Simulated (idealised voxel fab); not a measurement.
process module | voxel spacer lines
cross-section cut | 225 nm wide | cells 5 nm
A cross-section is a grid of square cells, given in bands from the top down. A band is one or more rows of cells.
Each band's line starts with the height of the band's top and of its bottom, in nm. Then come its materials from left to right, each with its width in nm. One material with "throughout" fills the band from edge to edge. "air" is empty space.
Height 0 is the level under which the wafer as received is all one material. The lowest band goes on downwards, as in "0 down".
A width such as "30 to 40" changes by the same amount from each row of cells to the next, from the band's top row to its bottom row.
"no change" after a step means that no cell of the cross-section changed.
closed voids: empty space of 8 cells or more with no open way to the top, each as width x height at its distance from the left edge, in nm
after a step's settings: what the simulator itself notes on the step
overlay nm, on a step with a mask: how far to the right of its planned place the mask lay; to the left if negative
plan
1 op RECEIVE | material Si
2 op CONFORMAL_DEP | material SiO2 | thk nm 5
3 op DIRECTIONAL_DEP | material polySi | thk nm 20
4 op DIRECTIONAL_DEP | material aC | thk nm 25
5 op PATTERN | tone cover | mask id MANDREL | material resist | width nm 15 | pitch nm 60 | thk nm 30 | overlay nm 0
6 op DIRECTIONAL_ETCH | etch materials aC | depth nm 25
7 op STRIP | etch materials resist
8 op CONFORMAL_DEP | material SiN | thk nm 15
9 op DIRECTIONAL_ETCH | etch materials SiN | depth nm 15
10 op STRIP | etch materials aC
11 op DIRECTIONAL_ETCH | etch materials polySi | depth nm 20
12 op STRIP | etch materials SiN
as received, after step 1
  0 down: Si throughout
  closed voids: none
a wafer at the end: this start, this plan, one mistake
  25 to 5: air 60 | polySi 15 | air 20 | polySi 15 | air 10 | polySi 15 | air 20 | polySi 15 | air 55
  5 to 0: SiO2 throughout
  0 down: Si throughout
  closed voids: none
what went wrong: step 5 ran as: op PATTERN | tone cover | mask id MANDREL | material resist | width nm 20 | pitch nm 60 | thk nm 30 | overlay nm 0
